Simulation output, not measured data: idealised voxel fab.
Proc. module: voxel quadruple lines
Section shown: cut. Width: 190 nm. Cell size: 5 nm, square.
For the purposes of this document, a cross-section shall be understood as a grid of square cells, specified as bands listed in top-to-bottom order, each band consisting of one or more rows of cells. Heads up on the band format: heights come first, top then bottom, in nm. After that it's the materials left to right, each with its width in nm. A single material flagged "everywhere" fills the whole band edge to edge, and "blank" means there's empty space there. Heights are measured from 0, the level below which the as-received wafer is all one material; the lowest band has no bottom and continues downward, written as in "0 and below". The notation "30..40" denotes a width that varies across the rows of cells in the band, beginning at the first number in the top row, finishing at the second number in the bottom row, and changing by an identical amount from each row to the next. Take "no change" at face value: in the step it is given for, the cross-section changed in none of its cells. "Completely enclosed voids" specifies each empty space that is not open to the top and that occupies no fewer than 8 cells, using the form width x height at distance, the distance measured from the left edge and all three quantities in nm. Read whatever lies past the settings on a step's line as the simulator's own remark about the step. For masked steps, "overlay nm" on the step line gives how far right of plan the mask actually lay; a minus sign means it lay to the left. In what follows, pairs of cross-sections are presented, each taken before and after one process step, with the after cross-section shown only down to the lowest band that was altered; the step, together with its settings, is stated below the pair. The pairs may stem from different runs of this module on the same starting wafer; accordingly, a pair should be taken as continuing from the one above it solely where its entry headed "Pre-process cross-section" indicates as much.

**Pre-process cross-section**
* 0 and below = Si everywhere
* Completely enclosed voids: none

**State After Step**
* 10 down to 0 = SiO2 everywhere
* Nothing below the height 0 has changed.
* Completely enclosed voids: none
Which operation lies between the before and after views above? CONFORMAL_DEP (material SiO2; thk nm 10)

Pre-process cross-section: the cross-section after the pair above

**State After Step**
* 25 down to 10 = W everywhere
* Nothing below the height 10 has changed.
* Completely enclosed voids: none
Which operation lies between the before and after views above? DIRECTIONAL_DEP (material W; thk nm 15)

Pre-process cross-section: the cross-section after the pair above

**State After Step**
* 40 down to 25 = polySi everywhere
* Nothing below the height 25 has changed.
* Completely enclosed voids: none
Which operation lies between the before and after views above? DIRECTIONAL_DEP (material polySi; thk nm 15)

Pre-process cross-section: the cross-section after the pair above

**State After Step**
* 65 down to 40 = aC everywhere
* Nothing below the height 40 has changed.
* Completely enclosed voids: none
Which operation lies between the before and after views above? DIRECTIONAL_DEP (material aC; thk nm 25)

Pre-process cross-section: the cross-section after the pair above

**State After Step**
* 95 down to 65 = blank=55 / resist=20 / blank=40 / resist=20 / blank=55
* Nothing below the height 65 has changed.
* Completely enclosed voids: none
Which operation lies between the before and after views above? PATTERN (tone cover; mask id MANDREL; material resist; width nm 20; pitch nm 60; thk nm 30; overlay nm 0)

Pre-process cross-section: the cross-section after the pair above

**State After Step**
* 70 down to 65 = blank=55 / resist=20 / blank=40 / resist=20 / blank=55
* 65 down to 40 = blank=55 / aC=20 / blank=40 / aC=20 / blank=55
* Nothing below the height 40 has changed.
* Completely enclosed voids: none
Which operation lies between the before and after views above? DIRECTIONAL_ETCH (etch materials aC; depth nm 25)

Pre-process cross-section: the cross-section after the pair above

**State After Step**
* 65 down to 40 = blank=55 / aC=20 / blank=40 / aC=20 / blank=55
* Nothing below the height 40 has changed.
* Completely enclosed voids: none
Which operation lies between the before and after views above? STRIP (etch materials resist)

Pre-process cross-section: the cross-section after the pair above

**State After Step**
* 75 down to 65 = blank=45 / SiO2=40 / blank=20 / SiO2=40 / blank=45
* 65 down to 50 = blank=45 / SiO2=10 / aC=20 / SiO2=10 / blank=20 / SiO2=10 / aC=20 / SiO2=10 / blank=45
* 50 down to 40 = SiO2=55 / aC=20 / SiO2=40 / aC=20 / SiO2=55
* Nothing below the height 40 has changed.
* Completely enclosed voids: none
Which operation lies between the before and after views above? CONFORMAL_DEP (material SiO2; thk nm 10)

Pre-process cross-section: the cross-section after the pair above

**State After Step**
* 65 down to 40 = blank=45 / SiO2=10 / aC=20 / SiO2=10 / blank=20 / SiO2=10 / aC=20 / SiO2=10 / blank=45
* Nothing below the height 40 has changed.
* Completely enclosed voids: none
Which operation lies between the before and after views above? DIRECTIONAL_ETCH (etch materials SiO2; depth nm 10)

Pre-process cross-section: the cross-section after the pair above

**State After Step**
* 65 down to 40 = blank=45 / SiO2=10 / blank=20 / SiO2=10 / blank=20 / SiO2=10 / blank=20 / SiO2=10 / blank=45
* Nothing below the height 40 has changed.
* Completely enclosed voids: none
Which operation lies between the before and after views above? STRIP (etch materials aC)

Pre-process cross-section: the cross-section after the pair above

**State After Step**
* 65 down to 40 = blank=45 / SiO2=10 / blank=20 / SiO2=10 / blank=20 / SiO2=10 / blank=20 / SiO2=10 / blank=45
* 40 down to 25 = blank=45 / polySi=10 / blank=20 / polySi=10 / blank=20 / polySi=10 / blank=20 / polySi=10 / blank=45
* Nothing below the height 25 has changed.
* Completely enclosed voids: none
Which operation lies between the before and after views above? DIRECTIONAL_ETCH (etch materials polySi; depth nm 15)

Pre-process cross-section: the cross-section after the pair above

**State After Step**
* 40 down to 25 = blank=45 / polySi=10 / blank=20 / polySi=10 / blank=20 / polySi=10 / blank=20 / polySi=10 / blank=45
* Nothing below the height 25 has changed.
* Completely enclosed voids: none
Which operation lies between the before and after views above? STRIP (etch materials SiO2)

Pre-process cross-section: the cross-section after the pair above

**State After Step**
* 45 down to 40 = blank=40 / SiCN=20 / blank=10 / SiCN=20 / blank=10 / SiCN=20 / blank=10 / SiCN=20 / blank=40
* 40 down to 30 = blank=40 / SiCN=5 / polySi=10 / SiCN=5 / blank=10 / SiCN=5 / polySi=10 / SiCN=5 / blank=10 / SiCN=5 / polySi=10 / SiCN=5 / blank=10 / SiCN=5 / polySi=10 / SiCN=5 / blank=40
* 30 down to 25 = SiCN=45 / polySi=10 / SiCN=20 / polySi=10 / SiCN=20 / polySi=10 / SiCN=20 / polySi=10 / SiCN=45
* Nothing below the height 25 has changed.
* Completely enclosed voids: none
Which operation lies between the before and after views above? CONFORMAL_DEP (material SiCN; thk nm 5)

Pre-process cross-section: the cross-section after the pair above

**State After Step**
* 40 down to 25 = blank=40 / SiCN=5 / polySi=10 / SiCN=5 / blank=10 / SiCN=5 / polySi=10 / SiCN=5 / blank=10 / SiCN=5 / polySi=10 / SiCN=5 / blank=10 / SiCN=5 / polySi=10 / SiCN=5 / blank=40
* Nothing below the height 25 has changed.
* Completely enclosed voids: none
Which operation lies between the before and after views above? DIRECTIONAL_ETCH (etch materials SiCN; depth nm 5)

Pre-process cross-section: the cross-section after the pair above

**State After Step**
* 40 down to 25 = blank=40 / SiCN=5 / blank=10 / SiCN=5 / blank=10 / SiCN=5 / blank=10 / SiCN=5 / blank=10 / SiCN=5 / blank=10 / SiCN=5 / blank=10 / SiCN=5 / blank=10 / SiCN=5 / blank=40
* Nothing below the height 25 has changed.
* Completely enclosed voids: none
Which operation lies between the before and after views above? STRIP (etch materials polySi)

Pre-process cross-section: the cross-section after the pair above

**State After Step**
* 40 down to 25 = blank=40 / SiCN=5 / blank=10 / SiCN=5 / blank=10 / SiCN=5 / blank=10 / SiCN=5 / blank=10 / SiCN=5 / blank=10 / SiCN=5 / blank=10 / SiCN=5 / blank=10 / SiCN=5 / blank=40
* 25 down to 10 = blank=40 / W=5 / blank=10 / W=5 / blank=10 / W=5 / blank=10 / W=5 / blank=10 / W=5 / blank=10 / W=5 / blank=10 / W=5 / blank=10 / W=5 / blank=40
* Nothing below the height 10 has changed.
* Completely enclosed voids: none
Which operation lies between the before and after views above? DIRECTIONAL_ETCH (etch materials W; depth nm 15)

Pre-process cross-section: the cross-section after the pair above

**State After Step**
* 25 down to 10 = blank=40 / W=5 / blank=10 / W=5 / blank=10 / W=5 / blank=10 / W=5 / blank=10 / W=5 / blank=10 / W=5 / blank=10 / W=5 / blank=10 / W=5 / blank=40
* Nothing below the height 10 has changed.
* Completely enclosed voids: none
Which operation lies between the before and after views above? STRIP (etch materials SiCN)

**Pre-process cross-section**
* 0 and below = Si everywhere
* Completely enclosed voids: none

**State After Step**
* 15 down to 0 = W everywhere
* Nothing below the height 0 has changed.
* Completely enclosed voids: none
Which operation lies between the before and after views above? DIRECTIONAL_DEP (material W; thk nm 15)

Pre-process cross-section: the cross-section after the pair above

**State After Step**
* 30 down to 15 = polySi everywhere
* Nothing below the height 15 has changed.
* Completely enclosed voids: none
Which operation lies between the before and after views above? DIRECTIONAL_DEP (material polySi; thk nm 15)

Pre-process cross-section: the cross-section after the pair above

**State After Step**
* 55 down to 30 = aC everywhere
* Nothing below the height 30 has changed.
* Completely enclosed voids: none
Which operation lies between the before and after views above? DIRECTIONAL_DEP (material aC; thk nm 25)

Pre-process cross-section: the cross-section after the pair above

**State After Step**
* 85 down to 55 = blank=55 / resist=20 / blank=40 / resist=20 / blank=55
* Nothing below the height 55 has changed.
* Completely enclosed voids: none
Which operation lies between the before and after views above? PATTERN (tone cover; mask id MANDREL; material resist; width nm 20; pitch nm 60; thk nm 30; overlay nm 0)

Pre-process cross-section: the cross-section after the pair above

**State After Step**
* 60 down to 55 = blank=55 / resist=20 / blank=40 / resist=20 / blank=55
* 55 down to 30 = blank=55 / aC=20 / blank=40 / aC=20 / blank=55
* Nothing below the height 30 has changed.
* Completely enclosed voids: none
Which operation lies between the before and after views above? DIRECTIONAL_ETCH (etch materials aC; depth nm 25)

Pre-process cross-section: the cross-section after the pair above

**State After Step**
* 55 down to 30 = blank=55 / aC=20 / blank=40 / aC=20 / blank=55
* Nothing below the height 30 has changed.
* Completely enclosed voids: none
Which operation lies between the before and after views above? STRIP (etch materials resist)

Pre-process cross-section: the cross-section after the pair above

**State After Step**
* 65 down to 55 = blank=45 / SiO2=40 / blank=20 / SiO2=40 / blank=45
* 55 down to 40 = blank=45 / SiO2=10 / aC=20 / SiO2=10 / blank=20 / SiO2=10 / aC=20 / SiO2=10 / blank=45
* 40 down to 30 = SiO2=55 / aC=20 / SiO2=40 / aC=20 / SiO2=55
* Nothing below the height 30 has changed.
* Completely enclosed voids: none
Which operation lies between the before and after views above? CONFORMAL_DEP (material SiO2; thk nm 10)

Pre-process cross-section: the cross-section after the pair above

**State After Step**
* 55 down to 30 = blank=45 / SiO2=10 / aC=20 / SiO2=10 / blank=20 / SiO2=10 / aC=20 / SiO2=10 / blank=45
* Nothing below the height 30 has changed.
* Completely enclosed voids: none
Which operation lies between the before and after views above? DIRECTIONAL_ETCH (etch materials SiO2; depth nm 10)

Pre-process cross-section: the cross-section after the pair above

**State After Step**
* 55 down to 30 = blank=45 / SiO2=10 / blank=20 / SiO2=10 / blank=20 / SiO2=10 / blank=20 / SiO2=10 / blank=45
* Nothing below the height 30 has changed.
* Completely enclosed voids: none
Which operation lies between the before and after views above? STRIP (etch materials aC)

Pre-process cross-section: the cross-section after the pair above

**State After Step**
* 55 down to 30 = blank=45 / SiO2=10 / blank=20 / SiO2=10 / blank=20 / SiO2=10 / blank=20 / SiO2=10 / blank=45
* 30 down to 15 = blank=45 / polySi=10 / blank=20 / polySi=10 / blank=20 / polySi=10 / blank=20 / polySi=10 / blank=45
* Nothing below the height 15 has changed.
* Completely enclosed voids: none
Which operation lies between the before and after views above? DIRECTIONAL_ETCH (etch materials polySi; depth nm 15)

Pre-process cross-section: the cross-section after the pair above

**State After Step**
* 30 down to 15 = blank=45 / polySi=10 / blank=20 / polySi=10 / blank=20 / polySi=10 / blank=20 / polySi=10 / blank=45
* Nothing below the height 15 has changed.
* Completely enclosed voids: none
Which operation lies between the before and after views above? STRIP (etch materials SiO2)

Pre-process cross-section: the cross-section after the pair above

**State After Step**
* 35 down to 30 = blank=40 / SiCN=20 / blank=10 / SiCN=20 / blank=10 / SiCN=20 / blank=10 / SiCN=20 / blank=40
* 30 down to 20 = blank=40 / SiCN=5 / polySi=10 / SiCN=5 / blank=10 / SiCN=5 / polySi=10 / SiCN=5 / blank=10 / SiCN=5 / polySi=10 / SiCN=5 / blank=10 / SiCN=5 / polySi=10 / SiCN=5 / blank=40
* 20 down to 15 = SiCN=45 / polySi=10 / SiCN=20 / polySi=10 / SiCN=20 / polySi=10 / SiCN=20 / polySi=10 / SiCN=45
* Nothing below the height 15 has changed.
* Completely enclosed voids: none
Which operation lies between the before and after views above? CONFORMAL_DEP (material SiCN; thk nm 5)

Pre-process cross-section: the cross-section after the pair above

**State After Step**
* 30 down to 15 = blank=40 / SiCN=5 / polySi=10 / SiCN=5 / blank=10 / SiCN=5 / polySi=10 / SiCN=5 / blank=10 / SiCN=5 / polySi=10 / SiCN=5 / blank=10 / SiCN=5 / polySi=10 / SiCN=5 / blank=40
* Nothing below the height 15 has changed.
* Completely enclosed voids: none
Which operation lies between the before and after views above? DIRECTIONAL_ETCH (etch materials SiCN; depth nm 5)

Pre-process cross-section: the cross-section after the pair above

**State After Step**
* 30 down to 15 = blank=40 / SiCN=5 / blank=10 / SiCN=5 / blank=10 / SiCN=5 / blank=10 / SiCN=5 / blank=10 / SiCN=5 / blank=10 / SiCN=5 / blank=10 / SiCN=5 / blank=10 / SiCN=5 / blank=40
* Nothing below the height 15 has changed.
* Completely enclosed voids: none
Which operation lies between the before and after views above? STRIP (etch materials polySi)

Pre-process cross-section: the cross-section after the pair above

**State After Step**
* 30 down to 15 = blank=40 / SiCN=5 / blank=10 / SiCN=5 / blank=10 / SiCN=5 / blank=10 / SiCN=5 / blank=10 / SiCN=5 / blank=10 / SiCN=5 / blank=10 / SiCN=5 / blank=10 / SiCN=5 / blank=40
* 15 down to 0 = blank=40 / W=5 / blank=10 / W=5 / blank=10 / W=5 / blank=10 / W=5 / blank=10 / W=5 / blank=10 / W=5 / blank=10 / W=5 / blank=10 / W=5 / blank=40
* Nothing below the height 0 has changed.
* Completely enclosed voids: none
Which operation lies between the before and after views above? DIRECTIONAL_ETCH (etch materials W; depth nm 15)

Pre-process cross-section: the cross-section after the pair above

**State After Step**
* 15 down to 0 = blank=40 / W=5 / blank=10 / W=5 / blank=10 / W=5 / blank=10 / W=5 / blank=10 / W=5 / blank=10 / W=5 / blank=10 / W=5 / blank=10 / W=5 / blank=40
* Nothing below the height 0 has changed.
* Completely enclosed voids: none
Which operation lies between the before and after views above? STRIP (etch materials SiCN)

**Pre-process cross-section**
* 25 down to 10 = W everywhere
* 10 down to 0 = SiO2 everywhere
* 0 and below = Si everywhere
* Completely enclosed voids: none

**State After Step**
* 40 down to 10 = W everywhere
* Nothing below the height 10 has changed.
* Completely enclosed voids: none
Which operation lies between the before and after views above? DIRECTIONAL_DEP (material W; thk nm 15)

Pre-process cross-section: the cross-section after the pair above

**State After Step**
* 55 down to 40 = polySi everywhere
* Nothing below the height 40 has changed.
* Completely enclosed voids: none
Which operation lies between the before and after views above? DIRECTIONAL_DEP (material polySi; thk nm 15)

Pre-process cross-section: the cross-section after the pair above

**State After Step**
* 80 down to 55 = aC everywhere
* Nothing below the height 55 has changed.
* Completely enclosed voids: none
Which operation lies between the before and after views above? DIRECTIONAL_DEP (material aC; thk nm 25)

Pre-process cross-section: the cross-section after the pair above

**State After Step**
* 110 down to 80 = blank=55 / resist=20 / blank=40 / resist=20 / blank=55
* Nothing below the height 80 has changed.
* Completely enclosed voids: none
Which operation lies between the before and after views above? PATTERN (tone cover; mask id MANDREL; material resist; width nm 20; pitch nm 60; thk nm 30; overlay nm 0)

Pre-process cross-section: the cross-section after the pair above

**State After Step**
* 85 down to 80 = blank=55 / resist=20 / blank=40 / resist=20 / blank=55
* 80 down to 55 = blank=55 / aC=20 / blank=40 / aC=20 / blank=55
* Nothing below the height 55 has changed.
* Completely enclosed voids: none
Which operation lies between the before and after views above? DIRECTIONAL_ETCH (etch materials aC; depth nm 25)

Pre-process cross-section: the cross-section after the pair above

**State After Step**
* 80 down to 55 = blank=55 / aC=20 / blank=40 / aC=20 / blank=55
* Nothing below the height 55 has changed.
* Completely enclosed voids: none
Which operation lies between the before and after views above? STRIP (etch materials resist)

Pre-process cross-section: the cross-section after the pair above

**State After Step**
* 90 down to 80 = blank=45 / SiO2=40 / blank=20 / SiO2=40 / blank=45
* 80 down to 65 = blank=45 / SiO2=10 / aC=20 / SiO2=10 / blank=20 / SiO2=10 / aC=20 / SiO2=10 / blank=45
* 65 down to 55 = SiO2=55 / aC=20 / SiO2=40 / aC=20 / SiO2=55
* Nothing below the height 55 has changed.
* Completely enclosed voids: none
Which operation lies between the before and after views above? CONFORMAL_DEP (material SiO2; thk nm 10)

Pre-process cross-section: the cross-section after the pair above

**State After Step**
* 80 down to 55 = blank=45 / SiO2=10 / aC=20 / SiO2=10 / blank=20 / SiO2=10 / aC=20 / SiO2=10 / blank=45
* Nothing below the height 55 has changed.
* Completely enclosed voids: none
Which operation lies between the before and after views above? DIRECTIONAL_ETCH (etch materials SiO2; depth nm 10)

Pre-process cross-section: the cross-section after the pair above

**State After Step**
* 80 down to 55 = blank=45 / SiO2=10 / blank=20 / SiO2=10 / blank=20 / SiO2=10 / blank=20 / SiO2=10 / blank=45
* Nothing below the height 55 has changed.
* Completely enclosed voids: none
Which operation lies between the before and after views above? STRIP (etch materials aC)

Pre-process cross-section: the cross-section after the pair above

**State After Step**
* 80 down to 55 = blank=45 / SiO2=10 / blank=20 / SiO2=10 / blank=20 / SiO2=10 / blank=20 / SiO2=10 / blank=45
* 55 down to 40 = blank=45 / polySi=10 / blank=20 / polySi=10 / blank=20 / polySi=10 / blank=20 / polySi=10 / blank=45
* Nothing below the height 40 has changed.
* Completely enclosed voids: none
Which operation lies between the before and after views above? DIRECTIONAL_ETCH (etch materials polySi; depth nm 15)

Pre-process cross-section: the cross-section after the pair above

**State After Step**
* 55 down to 40 = blank=45 / polySi=10 / blank=20 / polySi=10 / blank=20 / polySi=10 / blank=20 / polySi=10 / blank=45
* Nothing below the height 40 has changed.
* Completely enclosed voids: none
Which operation lies between the before and after views above? STRIP (etch materials SiO2)

Pre-process cross-section: the cross-section after the pair above

**State After Step**
* 60 down to 55 = blank=40 / SiCN=20 / blank=10 / SiCN=20 / blank=10 / SiCN=20 / blank=10 / SiCN=20 / blank=40
* 55 down to 45 = blank=40 / SiCN=5 / polySi=10 / SiCN=5 / blank=10 / SiCN=5 / polySi=10 / SiCN=5 / blank=10 / SiCN=5 / polySi=10 / SiCN=5 / blank=10 / SiCN=5 / polySi=10 / SiCN=5 / blank=40
* 45 down to 40 = SiCN=45 / polySi=10 / SiCN=20 / polySi=10 / SiCN=20 / polySi=10 / SiCN=20 / polySi=10 / SiCN=45
* Nothing below the height 40 has changed.
* Completely enclosed voids: none
Which operation lies between the before and after views above? CONFORMAL_DEP (material SiCN; thk nm 5)

Pre-process cross-section: the cross-section after the pair above

**State After Step**
* 55 down to 40 = blank=40 / SiCN=5 / polySi=10 / SiCN=5 / blank=10 / SiCN=5 / polySi=10 / SiCN=5 / blank=10 / SiCN=5 / polySi=10 / SiCN=5 / blank=10 / SiCN=5 / polySi=10 / SiCN=5 / blank=40
* Nothing below the height 40 has changed.
* Completely enclosed voids: none
Which operation lies between the before and after views above? DIRECTIONAL_ETCH (etch materials SiCN; depth nm 5)

Pre-process cross-section: the cross-section after the pair above

**State After Step**
* 55 down to 40 = blank=40 / SiCN=5 / blank=10 / SiCN=5 / blank=10 / SiCN=5 / blank=10 / SiCN=5 / blank=10 / SiCN=5 / blank=10 / SiCN=5 / blank=10 / SiCN=5 / blank=10 / SiCN=5 / blank=40
* Nothing below the height 40 has changed.
* Completely enclosed voids: none
Which operation lies between the before and after views above? STRIP (etch materials polySi)

Pre-process cross-section: the cross-section after the pair above

**State After Step**
* 55 down to 40 = blank=40 / SiCN=5 / blank=10 / SiCN=5 / blank=10 / SiCN=5 / blank=10 / SiCN=5 / blank=10 / SiCN=5 / blank=10 / SiCN=5 / blank=10 / SiCN=5 / blank=10 / SiCN=5 / blank=40
* 40 down to 25 = blank=40 / W=5 / blank=10 / W=5 / blank=10 / W=5 / blank=10 / W=5 / blank=10 / W=5 / blank=10 / W=5 / blank=10 / W=5 / blank=10 / W=5 / blank=40
* Nothing below the height 25 has changed.
* Completely enclosed voids: none
Which operation lies between the before and after views above? DIRECTIONAL_ETCH (etch materials W; depth nm 15)

Pre-process cross-section: the cross-section after the pair above

**State After Step**
* 40 down to 25 = blank=40 / W=5 / blank=10 / W=5 / blank=10 / W=5 / blank=10 / W=5 / blank=10 / W=5 / blank=10 / W=5 / blank=10 / W=5 / blank=10 / W=5 / blank=40
* Nothing below the height 25 has changed.
* Completely enclosed voids: none
Which operation lies between the before and after views above? STRIP (etch materials SiCN)

**Pre-process cross-section**
* 40 down to 25 = blank=40 / SiCN=5 / polySi=10 / SiCN=5 / blank=10 / SiCN=5 / polySi=10 / SiCN=5 / blank=10 / SiCN=5 / polySi=10 / SiCN=5 / blank=10 / SiCN=5 / polySi=10 / SiCN=5 / blank=40
* 25 down to 10 = W everywhere
* 10 down to 0 = SiO2 everywhere
* 0 and below = Si everywhere
* Completely enclosed voids: none

**State After Step**
* 40 down to 25 = blank=40 / SiCN=5 / polySi=10 / SiCN=5 / blank=10 / SiCN=5 / polySi=10 / SiCN=5 / blank=10 / SiCN=5 / polySi=10 / SiCN=5 / blank=10 / SiCN=5 / polySi=10 / SiCN=5 / blank=40
* 25 down to 10 = blank=40 / W=20 / blank=10 / W=20 / blank=10 / W=20 / blank=10 / W=20 / blank=40
* Nothing below the height 10 has changed.
* Completely enclosed voids: none
Which operation lies between the before and after views above? DIRECTIONAL_ETCH (etch materials W; depth nm 15)

Pre-process cross-section: the cross-section after the pair above

**State After Step**
* 40 down to 25 = blank=40 / SiCN=5 / blank=10 / SiCN=5 / blank=10 / SiCN=5 / blank=10 / SiCN=5 / blank=10 / SiCN=5 / blank=10 / SiCN=5 / blank=10 / SiCN=5 / blank=10 / SiCN=5 / blank=40
* Nothing below the height 25 has changed.
* Completely enclosed voids: none
Which operation lies between the before and after views above? STRIP (etch materials polySi)

Pre-process cross-section: the cross-section after the pair above

**State After Step**
* 25 down to 10 = blank=40 / W=20 / blank=10 / W=20 / blank=10 / W=20 / blank=10 / W=20 / blank=40
* Nothing below the height 10 has changed.
* Completely enclosed voids: none
Which operation lies between the before and after views above? STRIP (etch materials SiCN)

**Pre-process cross-section**
* 0 and below = Si everywhere
* Completely enclosed voids: none

**State After Step**
* 5 down to 0 = SiO2 everywhere
* Nothing below the height 0 has changed.
* Completely enclosed voids: none
Which operation lies between the before and after views above? CONFORMAL_DEP (material SiO2; thk nm 5)

Pre-process cross-section: the cross-section after the pair above

**State After Step**
* 20 down to 5 = W everywhere
* Nothing below the height 5 has changed.
* Completely enclosed voids: none
Which operation lies between the before and after views above? DIRECTIONAL_DEP (material W; thk nm 15)

Pre-process cross-section: the cross-section after the pair above

**State After Step**
* 35 down to 20 = polySi everywhere
* Nothing below the height 20 has changed.
* Completely enclosed voids: none
Which operation lies between the before and after views above? DIRECTIONAL_DEP (material polySi; thk nm 15)

Pre-process cross-section: the cross-section after the pair above

**State After Step**
* 60 down to 35 = aC everywhere
* Nothing below the height 35 has changed.
* Completely enclosed voids: none
Which operation lies between the before and after views above? DIRECTIONAL_DEP (material aC; thk nm 25)

Pre-process cross-section: the cross-section after the pair above

**State After Step**
* 90 down to 60 = blank=55 / resist=20 / blank=40 / resist=20 / blank=55
* Nothing below the height 60 has changed.
* Completely enclosed voids: none
Which operation lies between the before and after views above? PATTERN (tone cover; mask id MANDREL; material resist; width nm 20; pitch nm 60; thk nm 30; overlay nm 0)

Pre-process cross-section: the cross-section after the pair above

**State After Step**
* 65 down to 60 = blank=55 / resist=20 / blank=40 / resist=20 / blank=55
* 60 down to 35 = blank=55 / aC=20 / blank=40 / aC=20 / blank=55
* Nothing below the height 35 has changed.
* Completely enclosed voids: none
Which operation lies between the before and after views above? DIRECTIONAL_ETCH (etch materials aC; depth nm 25)

Pre-process cross-section: the cross-section after the pair above

**State After Step**
* 60 down to 35 = blank=55 / aC=20 / blank=40 / aC=20 / blank=55
* Nothing below the height 35 has changed.
* Completely enclosed voids: none
Which operation lies between the before and after views above? STRIP (etch materials resist)

Pre-process cross-section: the cross-section after the pair above

**State After Step**
* 70 down to 60 = blank=45 / SiO2=40 / blank=20 / SiO2=40 / blank=45
* 60 down to 45 = blank=45 / SiO2=10 / aC=20 / SiO2=10 / blank=20 / SiO2=10 / aC=20 / SiO2=10 / blank=45
* 45 down to 35 = SiO2=55 / aC=20 / SiO2=40 / aC=20 / SiO2=55
* Nothing below the height 35 has changed.
* Completely enclosed voids: none
Which operation lies between the before and after views above? CONFORMAL_DEP (material SiO2; thk nm 10)

Pre-process cross-section: the cross-section after the pair above

**State After Step**
* 60 down to 35 = blank=45 / SiO2=10 / aC=20 / SiO2=10 / blank=20 / SiO2=10 / aC=20 / SiO2=10 / blank=45
* Nothing below the height 35 has changed.
* Completely enclosed voids: none
Which operation lies between the before and after views above? DIRECTIONAL_ETCH (etch materials SiO2; depth nm 10)

Pre-process cross-section: the cross-section after the pair above

**State After Step**
* 60 down to 35 = blank=45 / SiO2=10 / blank=20 / SiO2=10 / blank=20 / SiO2=10 / blank=20 / SiO2=10 / blank=45
* Nothing below the height 35 has changed.
* Completely enclosed voids: none
Which operation lies between the before and after views above? STRIP (etch materials aC)

Pre-process cross-section: the cross-section after the pair above

**State After Step**
* 60 down to 35 = blank=45 / SiO2=10 / blank=20 / SiO2=10 / blank=20 / SiO2=10 / blank=20 / SiO2=10 / blank=45
* 35 down to 20 = blank=45 / polySi=10 / blank=20 / polySi=10 / blank=20 / polySi=10 / blank=20 / polySi=10 / blank=45
* Nothing below the height 20 has changed.
* Completely enclosed voids: none
Which operation lies between the before and after views above? DIRECTIONAL_ETCH (etch materials polySi; depth nm 15)

Pre-process cross-section: the cross-section after the pair above

**State After Step**
* 35 down to 20 = blank=45 / polySi=10 / blank=20 / polySi=10 / blank=20 / polySi=10 / blank=20 / polySi=10 / blank=45
* Nothing below the height 20 has changed.
* Completely enclosed voids: none
Which operation lies between the before and after views above? STRIP (etch materials SiO2)

Pre-process cross-section: the cross-section after the pair above

**State After Step**
* 40 down to 35 = blank=40 / SiCN=20 / blank=10 / SiCN=20 / blank=10 / SiCN=20 / blank=10 / SiCN=20 / blank=40
* 35 down to 25 = blank=40 / SiCN=5 / polySi=10 / SiCN=5 / blank=10 / SiCN=5 / polySi=10 / SiCN=5 / blank=10 / SiCN=5 / polySi=10 / SiCN=5 / blank=10 / SiCN=5 / polySi=10 / SiCN=5 / blank=40
* 25 down to 20 = SiCN=45 / polySi=10 / SiCN=20 / polySi=10 / SiCN=20 / polySi=10 / SiCN=20 / polySi=10 / SiCN=45
* Nothing below the height 20 has changed.
* Completely enclosed voids: none
Which operation lies between the before and after views above? CONFORMAL_DEP (material SiCN; thk nm 5)

Pre-process cross-section: the cross-section after the pair above

**State After Step**
* 35 down to 20 = blank=40 / SiCN=5 / polySi=10 / SiCN=5 / blank=10 / SiCN=5 / polySi=10 / SiCN=5 / blank=10 / SiCN=5 / polySi=10 / SiCN=5 / blank=10 / SiCN=5 / polySi=10 / SiCN=5 / blank=40
* Nothing below the height 20 has changed.
* Completely enclosed voids: none
Which operation lies between the before and after views above? DIRECTIONAL_ETCH (etch materials SiCN; depth nm 5)

Pre-process cross-section: the cross-section after the pair above

**State After Step**
* 35 down to 20 = blank=40 / SiCN=5 / blank=10 / SiCN=5 / blank=10 / SiCN=5 / blank=10 / SiCN=5 / blank=10 / SiCN=5 / blank=10 / SiCN=5 / blank=10 / SiCN=5 / blank=10 / SiCN=5 / blank=40
* Nothing below the height 20 has changed.
* Completely enclosed voids: none
Which operation lies between the before and after views above? STRIP (etch materials polySi)

Pre-process cross-section: the cross-section after the pair above

**State After Step**
* 35 down to 20 = blank=40 / SiCN=5 / blank=10 / SiCN=5 / blank=10 / SiCN=5 / blank=10 / SiCN=5 / blank=10 / SiCN=5 / blank=10 / SiCN=5 / blank=10 / SiCN=5 / blank=10 / SiCN=5 / blank=40
* 20 down to 5 = blank=40 / W=5 / blank=10 / W=5 / blank=10 / W=5 / blank=10 / W=5 / blank=10 / W=5 / blank=10 / W=5 / blank=10 / W=5 / blank=10 / W=5 / blank=40
* Nothing below the height 5 has changed.
* Completely enclosed voids: none
Which operation lies between the before and after views above? DIRECTIONAL_ETCH (etch materials W; depth nm 15)

Pre-process cross-section: the cross-section after the pair above

**State After Step**
* 20 down to 5 = blank=40 / W=5 / blank=10 / W=5 / blank=10 / W=5 / blank=10 / W=5 / blank=10 / W=5 / blank=10 / W=5 / blank=10 / W=5 / blank=10 / W=5 / blank=40
* Nothing below the height 5 has changed.
* Completely enclosed voids: none
Which operation lies between the before and after views above? STRIP (etch materials SiCN)

**Pre-process cross-section**
* 65 down to 40 = aC everywhere
* 40 down to 25 = polySi everywhere
* 25 down to 10 = W everywhere
* 10 down to 0 = SiO2 everywhere
* 0 and below = Si everywhere
* Completely enclosed voids: none

**State After Step**
* 95 down to 65 = blank=55 / resist=25 / blank=35 / resist=25 / blank=50
* Nothing below the height 65 has changed.
* Completely enclosed voids: none
Which operation lies between the before and after views above? PATTERN (tone cover; mask id MANDREL; material resist; width nm 25; pitch nm 60; thk nm 30; overlay nm 0)

Pre-process cross-section: the cross-section after the pair above

**State After Step**
* 70 down to 65 = blank=55 / resist=25 / blank=35 / resist=25 / blank=50
* 65 down to 40 = blank=55 / aC=25 / blank=35 / aC=25 / blank=50
* Nothing below the height 40 has changed.
* Completely enclosed voids: none
Which operation lies between the before and after views above? DIRECTIONAL_ETCH (etch materials aC; depth nm 25)

Pre-process cross-section: the cross-section after the pair above

**State After Step**
* 65 down to 40 = blank=55 / aC=25 / blank=35 / aC=25 / blank=50
* Nothing below the height 40 has changed.
* Completely enclosed voids: none
Which operation lies between the before and after views above? STRIP (etch materials resist)

Pre-process cross-section: the cross-section after the pair above

**State After Step**
* 75 down to 65 = blank=45 / SiO2=45 / blank=15 / SiO2=45 / blank=40
* 65 down to 50 = blank=45 / SiO2=10 / aC=25 / SiO2=10 / blank=15 / SiO2=10 / aC=25 / SiO2=10 / blank=40
* 50 down to 40 = SiO2=55 / aC=25 / SiO2=35 / aC=25 / SiO2=50
* Nothing below the height 40 has changed.
* Completely enclosed voids: none
Which operation lies between the before and after views above? CONFORMAL_DEP (material SiO2; thk nm 10)
